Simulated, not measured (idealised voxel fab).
process module | voxel local oxidation
cross-section cut | 190 nm wide | cells 5 nm
A cross-section is a grid of square cells, given in bands from the top down. A band is one or more rows of cells.
Each band's line starts with the height of the band's top and of its bottom, in nm. Then come its materials from left to right, each with its width in nm. One material with "throughout" fills the band from edge to edge. "air" is empty space.
Height 0 is the level under which the wafer as received is all one material. The lowest band goes on downwards, as in "0 down".
A width such as "30 to 40" changes by the same amount from each row of cells to the next, from the band's top row to its bottom row.
"no change" after a step means that no cell of the cross-section changed.
closed voids: empty space of 8 cells or more with no open way to the top, each as width x height at its distance from the left edge, in nm
after a step's settings: what the simulator itself notes on the step
overlay nm, on a step with a mask: how far to the right of its planned place the mask lay; to the left if negative
plan
1 op RECEIVE | material Si
2 op OXIDIZE | depth nm 5
3 op CONFORMAL_DEP | material SiN | thk nm 15
4 op MASKED_ETCH | tone cover | mask id ACTIVE | width nm 90 | etch materials SiN | depth nm 15 | overlay nm -15
5 op SELECTIVE_ETCH | etch materials SiO2 | depth nm 5
6 op OXIDIZE | depth nm 10
7 op STRIP | etch materials SiN
varied across the wafers: overlay nm of step 4. The plan shows the first wafer's value. All wafers start alike
first wafer as received, after step 1
  0 down: Si throughout
  closed voids: none
first wafer at the end, after step 7
  0 to -5: air 40 | SiO2 80 | air 70
  -5 to -15: SiO2 50 | Si 60 | SiO2 80
  -15 down: Si throughout
  closed voids: none
last wafer at the end
  0 to -5: air 70 | SiO2 80 | air 40
  -5 to -15: SiO2 80 | Si 60 | SiO2 50
  -15 down: Si throughout
  closed voids: none
each wafer at the end: cells of each material gained (+) or lost (-) since it was received, then its closed voids
overlay nm -15 | -90 Si | +68 SiO2 | closed voids: none
overlay nm -10 | -90 Si | +68 SiO2 | closed voids: none
overlay nm -5 | -90 Si | +68 SiO2 | closed voids: none
overlay nm 0 | -90 Si | +68 SiO2 | closed voids: none
overlay nm 5 | -90 Si | +68 SiO2 | closed voids: none
overlay nm 10 | -90 Si | +68 SiO2 | closed voids: none
overlay nm 15 | -90 Si | +68 SiO2 | closed voids: none
